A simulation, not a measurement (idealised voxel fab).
Process module heading - voxel wiring stack
205 nm wide, 5 nm square cells: that's cross-section cut.
Cross-section, as written here: a square-cell grid given band by band from the top down, where a band holds one or more rows of cells.
A band entry consists of two parts. The first gives the height of the band's top and the height of its bottom, in nm. The rest lists the band's materials from left to right, each with its width in nm. A single material labelled with the word "throughout" fills the band from edge to edge, and the word "empty" marks empty space.
Beneath 0, the wafer as received is one material, and that level is where height counting begins. The lowest band goes on downward without a bottom; it is written like "0 -> down".
A two-number width, for instance "30->40", indicates that the width is equal to the first number in the top row of the band and to the second number in the bottom row, and that it changes by a constant amount per row of cells.
"everything unchanged", as given for a step, is the statement that not any cell of the cross-section underwent a change during that step.
Empty spaces without an open route to the top, at least 8 cells in extent, make up the entry "Voids, enclosed"; each is given as width x height at distance, where the distance is measured from the left edge, and all are in nm.
Step line, after settings: the simulator's comment on this step.
You can add "overlay nm" to a step's line. For a step with a mask, it describes how far the mask lay to the right of its planned position, and a negative number describes a lay to the left.
Every pair from here on: before one process step, after it. The after cross-section reaches only to the lowest band that changed. Below the pair: the step in between and its settings. Pairs can belong to different runs of this module on the same starting wafer; a pair carries on from the pair above only if the entry headed "before" says so.
**before**
150 -> 145 = TiN 30 nm, then empty 10 nm, then TiN 30 nm, then empty 10 nm, then TiN 30 nm, then empty 10 nm, then TiN 30 nm, then empty 10 nm, then TiN 45 nm
145 -> 135 = SiO2 25 nm, then TiN 5 nm, then empty 10 nm, then TiN 5 nm, then SiO2 20 nm, then TiN 5 nm, then empty 10 nm, then TiN 5 nm, then SiO2 20 nm, then TiN 5 nm, then empty 10 nm, then TiN 5 nm, then SiO2 20 nm, then TiN 5 nm, then empty 10 nm, then TiN 5 nm, then SiO2 40 nm
135 -> 130 = SiO2 25 nm, then TiN 10 nm, then empty 5 nm, then TiN 5 nm, then SiO2 20 nm, then TiN 20 nm, then SiO2 20 nm, then TiN 10 nm, then empty 5 nm, then TiN 5 nm, then SiO2 20 nm, then TiN 20 nm, then SiO2 40 nm
130 -> 120 = SiO2 30 nm, then TiN 5 nm, then empty 5 nm, then TiN 5 nm, then SiO2 65 nm, then TiN 5 nm, then empty 5 nm, then TiN 5 nm, then SiO2 80 nm
120 -> 115 = SiCN 30 nm, then TiN 15 nm, then SiCN 65 nm, then TiN 15 nm, then SiCN 80 nm
115 -> 105 = SiO2 30 nm, then TiN 5 nm, then Ru 10 nm, then TiN 5 nm, then SiO2 20 nm, then TiN 5 nm, then Ru 10 nm, then TiN 5 nm, then SiO2 20 nm, then TiN 5 nm, then Ru 10 nm, then TiN 5 nm, then SiO2 20 nm, then TiN 5 nm, then Ru 10 nm, then TiN 5 nm, then SiO2 35 nm
105 -> 100 = SiO2 30 nm, then TiN 5 nm, then Ru 5 nm, then TiN 10 nm, then SiO2 20 nm, then TiN 20 nm, then SiO2 20 nm, then TiN 5 nm, then Ru 5 nm, then TiN 10 nm, then SiO2 20 nm, then TiN 20 nm, then SiO2 35 nm
100 -> 85 = SiO2 30 nm, then TiN 5 nm, then Ru 5 nm, then TiN 5 nm, then SiO2 65 nm, then TiN 5 nm, then Ru 5 nm, then TiN 5 nm, then SiO2 80 nm
85 -> 80 = SiCN 30 nm, then TiN 15 nm, then SiCN 65 nm, then TiN 15 nm, then SiCN 80 nm
80 -> 70 = lowk 30 nm, then TiN 5 nm, then Cu 10 nm, then TiN 5 nm, then lowk 20 nm, then TiN 5 nm, then Cu 10 nm, then TiN 5 nm, then lowk 20 nm, then TiN 5 nm, then Cu 10 nm, then TiN 5 nm, then lowk 20 nm, then TiN 5 nm, then Cu 10 nm, then TiN 5 nm, then lowk 35 nm
70 -> 65 = lowk 30 nm, then TiN 5 nm, then Cu 5 nm, then TiN 10 nm, then lowk 20 nm, then TiN 20 nm, then lowk 20 nm, then TiN 5 nm, then Cu 5 nm, then TiN 10 nm, then lowk 20 nm, then TiN 20 nm, then lowk 35 nm
65 -> 50 = lowk 30 nm, then TiN 5 nm, then Cu 5 nm, then TiN 5 nm, then lowk 65 nm, then TiN 5 nm, then Cu 5 nm, then TiN 5 nm, then lowk 80 nm
50 -> 45 = SiCN 30 nm, then TiN 15 nm, then SiCN 65 nm, then TiN 15 nm, then SiCN 80 nm
45 -> 20 = SiO2 25 nm, then SiCN 5 nm, then W 20 nm, then SiCN 5 nm, then SiO2 10 nm, then SiCN 5 nm, then W 20 nm, then SiCN 5 nm, then SiO2 10 nm, then SiCN 5 nm, then W 20 nm, then SiCN 5 nm, then SiO2 10 nm, then SiCN 5 nm, then W 20 nm, then SiCN 5 nm, then SiO2 30 nm
20 -> 15 = SiCN 30 nm, then TiN 20 nm, then SiCN 20 nm, then TiN 20 nm, then SiCN 20 nm, then TiN 20 nm, then SiCN 20 nm, then TiN 20 nm, then SiCN 35 nm
15 -> 0 = SiO2 throughout
0 -> down = Si throughout
Voids, enclosed: none
**Resultant Cross-Section**
160 -> 150 = Ru throughout
150 -> 145 = TiN 30 nm, then Ru 10 nm, then TiN 30 nm, then Ru 10 nm, then TiN 30 nm, then Ru 10 nm, then TiN 30 nm, then Ru 10 nm, then TiN 45 nm
145 -> 135 = SiO2 25 nm, then TiN 5 nm, then Ru 10 nm, then TiN 5 nm, then SiO2 20 nm, then TiN 5 nm, then Ru 10 nm, then TiN 5 nm, then SiO2 20 nm, then TiN 5 nm, then Ru 10 nm, then TiN 5 nm, then SiO2 20 nm, then TiN 5 nm, then Ru 10 nm, then TiN 5 nm, then SiO2 40 nm
135 -> 130 = SiO2 25 nm, then TiN 10 nm, then Ru 5 nm, then TiN 5 nm, then SiO2 20 nm, then TiN 20 nm, then SiO2 20 nm, then TiN 10 nm, then Ru 5 nm, then TiN 5 nm, then SiO2 20 nm, then TiN 20 nm, then SiO2 40 nm
130 -> 120 = SiO2 30 nm, then TiN 5 nm, then Ru 5 nm, then TiN 5 nm, then SiO2 65 nm, then TiN 5 nm, then Ru 5 nm, then TiN 5 nm, then SiO2 80 nm
Everything under 120 stays put, no change at all.
Voids, enclosed: none
Step taken after the before cross-section and before the after cross-section above: op FILL_DEP | material Ru | thk nm 10
before: as shown after the step in the preceding pair, directly above.
**Resultant Cross-Section**
145 -> 135 = SiO2 25 nm, then TiN 5 nm, then Ru 10 nm, then TiN 5 nm, then SiO2 20 nm, then TiN 5 nm, then Ru 10 nm, then TiN 5 nm, then SiO2 20 nm, then TiN 5 nm, then Ru 10 nm, then TiN 5 nm, then SiO2 20 nm, then TiN 5 nm, then Ru 10 nm, then TiN 5 nm, then SiO2 40 nm
Everything under 135 stays put, no change at all.
Voids, enclosed: none
Step taken after the before cross-section and before the after cross-section above: op CMP | height nm 145
before: as shown after the step in the preceding pair, directly above.
**Resultant Cross-Section**
150 -> 145 = SiN throughout
Everything under 145 stays put, no change at all.
Voids, enclosed: none
Step taken after the before cross-section and before the after cross-section above: op CONFORMAL_DEP | material SiN | thk nm 5
**before**
145 -> 135 = SiO2 30 nm, then TiN 5 nm, then Ru 10 nm, then TiN 5 nm, then SiO2 20 nm, then TiN 5 nm, then Ru 10 nm, then TiN 5 nm, then SiO2 20 nm, then TiN 5 nm, then Ru 10 nm, then TiN 5 nm, then SiO2 20 nm, then TiN 5 nm, then Ru 10 nm, then TiN 5 nm, then SiO2 35 nm
135 -> 130 = SiO2 30 nm, then TiN 5 nm, then Ru 5 nm, then TiN 10 nm, then SiO2 20 nm, then TiN 20 nm, then SiO2 20 nm, then TiN 5 nm, then Ru 5 nm, then TiN 10 nm, then SiO2 20 nm, then TiN 20 nm, then SiO2 35 nm
130 -> 120 = SiO2 30 nm, then TiN 5 nm, then Ru 5 nm, then TiN 5 nm, then SiO2 65 nm, then TiN 5 nm, then Ru 5 nm, then TiN 5 nm, then SiO2 80 nm
120 -> 115 = SiCN 30 nm, then TiN 15 nm, then SiCN 65 nm, then TiN 15 nm, then SiCN 80 nm
115 -> 105 = SiO2 30 nm, then TiN 5 nm, then Ru 10 nm, then TiN 5 nm, then SiO2 20 nm, then TiN 5 nm, then Ru 10 nm, then TiN 5 nm, then SiO2 20 nm, then TiN 5 nm, then Ru 10 nm, then TiN 5 nm, then SiO2 20 nm, then TiN 5 nm, then Ru 10 nm, then TiN 5 nm, then SiO2 35 nm
105 -> 100 = SiO2 30 nm, then TiN 5 nm, then Ru 5 nm, then TiN 10 nm, then SiO2 20 nm, then TiN 20 nm, then SiO2 20 nm, then TiN 5 nm, then Ru 5 nm, then TiN 10 nm, then SiO2 20 nm, then TiN 20 nm, then SiO2 35 nm
100 -> 85 = SiO2 30 nm, then TiN 5 nm, then Ru 5 nm, then TiN 5 nm, then SiO2 65 nm, then TiN 5 nm, then Ru 5 nm, then TiN 5 nm, then SiO2 80 nm
85 -> 80 = SiCN 30 nm, then TiN 15 nm, then SiCN 65 nm, then TiN 15 nm, then SiCN 80 nm
80 -> 70 = lowk 30 nm, then TiN 5 nm, then Cu 10 nm, then TiN 5 nm, then lowk 20 nm, then TiN 5 nm, then Cu 10 nm, then TiN 5 nm, then lowk 20 nm, then TiN 5 nm, then Cu 10 nm, then TiN 5 nm, then lowk 20 nm, then TiN 5 nm, then Cu 10 nm, then TiN 5 nm, then lowk 35 nm
70 -> 65 = lowk 30 nm, then TiN 5 nm, then Cu 5 nm, then TiN 10 nm, then lowk 20 nm, then TiN 20 nm, then lowk 20 nm, then TiN 5 nm, then Cu 5 nm, then TiN 10 nm, then lowk 20 nm, then TiN 20 nm, then lowk 35 nm
65 -> 50 = lowk 30 nm, then TiN 5 nm, then Cu 5 nm, then TiN 5 nm, then lowk 65 nm, then TiN 5 nm, then Cu 5 nm, then TiN 5 nm, then lowk 80 nm
50 -> 45 = SiCN 30 nm, then TiN 15 nm, then SiCN 65 nm, then TiN 15 nm, then SiCN 80 nm
45 -> 20 = SiO2 25 nm, then SiCN 5 nm, then W 20 nm, then SiCN 5 nm, then SiO2 10 nm, then SiCN 5 nm, then W 20 nm, then SiCN 5 nm, then SiO2 10 nm, then SiCN 5 nm, then W 20 nm, then SiCN 5 nm, then SiO2 10 nm, then SiCN 5 nm, then W 20 nm, then SiCN 5 nm, then SiO2 30 nm
20 -> 15 = SiCN 30 nm, then TiN 20 nm, then SiCN 20 nm, then TiN 20 nm, then SiCN 20 nm, then TiN 20 nm, then SiCN 20 nm, then TiN 20 nm, then SiCN 35 nm
15 -> 0 = SiO2 throughout
0 -> down = Si throughout
Voids, enclosed: none
**Resultant Cross-Section**
150 -> 145 = Ru throughout
Everything under 145 stays put, no change at all.
Voids, enclosed: none
Step taken after the before cross-section and before the after cross-section above: op CONFORMAL_DEP | material Ru | thk nm 5
**before**
145 -> 130 = SiO2 30 nm, then empty 20 nm, then SiO2 20 nm, then empty 20 nm, then SiO2 20 nm, then empty 20 nm, then SiO2 20 nm, then empty 20 nm, then SiO2 35 nm
130 -> 120 = SiO2 throughout
120 -> 115 = SiCN throughout
115 -> 105 = SiO2 30 nm, then TiN 5 nm, then Ru 10 nm, then TiN 5 nm, then SiO2 20 nm, then TiN 5 nm, then Ru 10 nm, then TiN 5 nm, then SiO2 20 nm, then TiN 5 nm, then Ru 10 nm, then TiN 5 nm, then SiO2 20 nm, then TiN 5 nm, then Ru 10 nm, then TiN 5 nm, then SiO2 35 nm
105 -> 100 = SiO2 30 nm, then TiN 5 nm, then Ru 5 nm, then TiN 10 nm, then SiO2 20 nm, then TiN 20 nm, then SiO2 20 nm, then TiN 5 nm, then Ru 5 nm, then TiN 10 nm, then SiO2 20 nm, then TiN 20 nm, then SiO2 35 nm
100 -> 85 = SiO2 30 nm, then TiN 5 nm, then Ru 5 nm, then TiN 5 nm, then SiO2 65 nm, then TiN 5 nm, then Ru 5 nm, then TiN 5 nm, then SiO2 80 nm
85 -> 80 = SiCN 30 nm, then TiN 15 nm, then SiCN 65 nm, then TiN 15 nm, then SiCN 80 nm
80 -> 70 = lowk 30 nm, then TiN 5 nm, then Cu 10 nm, then TiN 5 nm, then lowk 20 nm, then TiN 5 nm, then Cu 10 nm, then TiN 5 nm, then lowk 20 nm, then TiN 5 nm, then Cu 10 nm, then TiN 5 nm, then lowk 20 nm, then TiN 5 nm, then Cu 10 nm, then TiN 5 nm, then lowk 35 nm
70 -> 65 = lowk 30 nm, then TiN 5 nm, then Cu 5 nm, then TiN 10 nm, then lowk 20 nm, then TiN 20 nm, then lowk 20 nm, then TiN 5 nm, then Cu 5 nm, then TiN 10 nm, then lowk 20 nm, then TiN 20 nm, then lowk 35 nm
65 -> 50 = lowk 30 nm, then TiN 5 nm, then Cu 5 nm, then TiN 5 nm, then lowk 65 nm, then TiN 5 nm, then Cu 5 nm, then TiN 5 nm, then lowk 80 nm
50 -> 45 = SiCN 30 nm, then TiN 15 nm, then SiCN 65 nm, then TiN 15 nm, then SiCN 80 nm
45 -> 20 = SiO2 25 nm, then SiCN 5 nm, then W 20 nm, then SiCN 5 nm, then SiO2 10 nm, then SiCN 5 nm, then W 20 nm, then SiCN 5 nm, then SiO2 10 nm, then SiCN 5 nm, then W 20 nm, then SiCN 5 nm, then SiO2 10 nm, then SiCN 5 nm, then W 20 nm, then SiCN 5 nm, then SiO2 30 nm
20 -> 15 = SiCN 30 nm, then TiN 20 nm, then SiCN 20 nm, then TiN 20 nm, then SiCN 20 nm, then TiN 20 nm, then SiCN 20 nm, then TiN 20 nm, then SiCN 35 nm
15 -> 0 = SiO2 throughout
0 -> down = Si throughout
Voids, enclosed: none
**Resultant Cross-Section**
165 -> 145 = empty 30 nm, then resist 15 nm, then empty 65 nm, then resist 15 nm, then empty 80 nm
145 -> 130 = SiO2 30 nm, then resist 15 nm, then empty 5 nm, then SiO2 20 nm, then empty 20 nm, then SiO2 20 nm, then resist 15 nm, then empty 5 nm, then SiO2 20 nm, then empty 20 nm, then SiO2 35 nm
Everything under 130 stays put, no change at all.
Voids, enclosed: none
Step taken after the before cross-section and before the after cross-section above: op PATTERN | tone cover | mask id METAL_4_HOLES | material resist | width nm 15 | pitch nm 80 | thk nm 20 | overlay nm 0
before: as shown after the step in the preceding pair, directly above.
**Resultant Cross-Section**
165 -> 135 = empty 30 nm, then resist 15 nm, then empty 65 nm, then resist 15 nm, then empty 80 nm
135 -> 130 = SiO2 30 nm, then resist 15 nm, then empty 5 nm, then SiO2 20 nm, then empty 20 nm, then SiO2 20 nm, then resist 15 nm, then empty 5 nm, then SiO2 20 nm, then empty 20 nm, then SiO2 35 nm
130 -> 120 = SiO2 45 nm, then empty 5 nm, then SiO2 20 nm, then empty 20 nm, then SiO2 35 nm, then empty 5 nm, then SiO2 20 nm, then empty 20 nm, then SiO2 35 nm
Everything under 120 stays put, no change at all.
Voids, enclosed: none
Step taken after the before cross-section and before the after cross-section above: op DIRECTIONAL_ETCH | etch materials SiO2 | depth nm 10
before: as shown after the step in the preceding pair, directly above.
**Resultant Cross-Section**
165 -> 135 = empty 30 nm, then resist 15 nm, then empty 65 nm, then resist 15 nm, then empty 80 nm
135 -> 130 = SiO2 30 nm, then resist 15 nm, then empty 5 nm, then SiO2 20 nm, then empty 20 nm, then SiO2 20 nm, then resist 15 nm, then empty 5 nm, then SiO2 20 nm, then empty 20 nm, then SiO2 35 nm
130 -> 120 = SiO2 45 nm, then empty 5 nm, then SiO2 20 nm, then empty 20 nm, then SiO2 35 nm, then empty 5 nm, then SiO2 20 nm, then empty 20 nm, then SiO2 35 nm
120 -> 115 = SiCN 45 nm, then empty 5 nm, then SiCN 20 nm, then empty 20 nm, then SiCN 35 nm, then empty 5 nm, then SiCN 20 nm, then empty 20 nm, then SiCN 35 nm
Everything under 115 stays put, no change at all.
Voids, enclosed: none
Step taken after the before cross-section and before the after cross-section above: op DIRECTIONAL_ETCH | etch materials SiCN | depth nm 5
before: as shown after the step in the preceding pair, directly above.
**Resultant Cross-Section**
135 -> 130 = SiO2 30 nm, then empty 20 nm, then SiO2 20 nm, then empty 20 nm, then SiO2 20 nm, then empty 20 nm, then SiO2 20 nm, then empty 20 nm, then SiO2 35 nm
Everything under 130 stays put, no change at all.
Voids, enclosed: none
Step taken after the before cross-section and before the after cross-section above: op STRIP | etch materials resist
before: as shown after the step in the preceding pair, directly above.
**Resultant Cross-Section**
140 -> 135 = TiN 35 nm, then empty 10 nm, then TiN 30 nm, then empty 10 nm, then TiN 30 nm, then empty 10 nm, then TiN 30 nm, then empty 10 nm, then TiN 40 nm
135 -> 130 = SiO2 30 nm, then TiN 20 nm, then SiO2 20 nm, then TiN 5 nm, then empty 10 nm, then TiN 5 nm, then SiO2 20 nm, then TiN 20 nm, then SiO2 20 nm, then TiN 5 nm, then empty 10 nm, then TiN 5 nm, then SiO2 35 nm
130 -> 120 = SiO2 45 nm, then TiN 5 nm, then SiO2 20 nm, then TiN 5 nm, then empty 10 nm, then TiN 5 nm, then SiO2 35 nm, then TiN 5 nm, then SiO2 20 nm, then TiN 5 nm, then empty 10 nm, then TiN 5 nm, then SiO2 35 nm
120 -> 115 = SiCN 45 nm, then TiN 5 nm, then SiCN 20 nm, then TiN 20 nm, then SiCN 35 nm, then TiN 5 nm, then SiCN 20 nm, then TiN 20 nm, then SiCN 35 nm
Everything under 115 stays put, no change at all.
Voids, enclosed: none
Step taken after the before cross-section and before the after cross-section above: op CONFORMAL_DEP | material TiN | thk nm 5
before: as shown after the step in the preceding pair, directly above.
**Resultant Cross-Section**
150 -> 140 = Ru throughout
140 -> 135 = TiN 35 nm, then Ru 10 nm, then TiN 30 nm, then Ru 10 nm, then TiN 30 nm, then Ru 10 nm, then TiN 30 nm, then Ru 10 nm, then TiN 40 nm
135 -> 130 = SiO2 30 nm, then TiN 20 nm, then SiO2 20 nm, then TiN 5 nm, then Ru 10 nm, then TiN 5 nm, then SiO2 20 nm, then TiN 20 nm, then SiO2 20 nm, then TiN 5 nm, then Ru 10 nm, then TiN 5 nm, then SiO2 35 nm
130 -> 120 = SiO2 45 nm, then TiN 5 nm, then SiO2 20 nm, then TiN 5 nm, then Ru 10 nm, then TiN 5 nm, then SiO2 35 nm, then TiN 5 nm, then SiO2 20 nm, then TiN 5 nm, then Ru 10 nm, then TiN 5 nm, then SiO2 35 nm
Everything under 120 stays put, no change at all.
Voids, enclosed: none
Step taken after the before cross-section and before the after cross-section above: op FILL_DEP | material Ru | thk nm 10
before: as shown after the step in the preceding pair, directly above.
**Resultant Cross-Section**
145 -> 140 = Ru throughout
Everything under 140 stays put, no change at all.
Voids, enclosed: none
Step taken after the before cross-section and before the after cross-section above: op CMP | height nm 145
before: as shown after the step in the preceding pair, directly above.
**Resultant Cross-Section**
150 -> 145 = SiN throughout
Everything under 145 stays put, no change at all.
Voids, enclosed: none
Step taken after the before cross-section and before the after cross-section above: op CONFORMAL_DEP | material SiN | thk nm 5
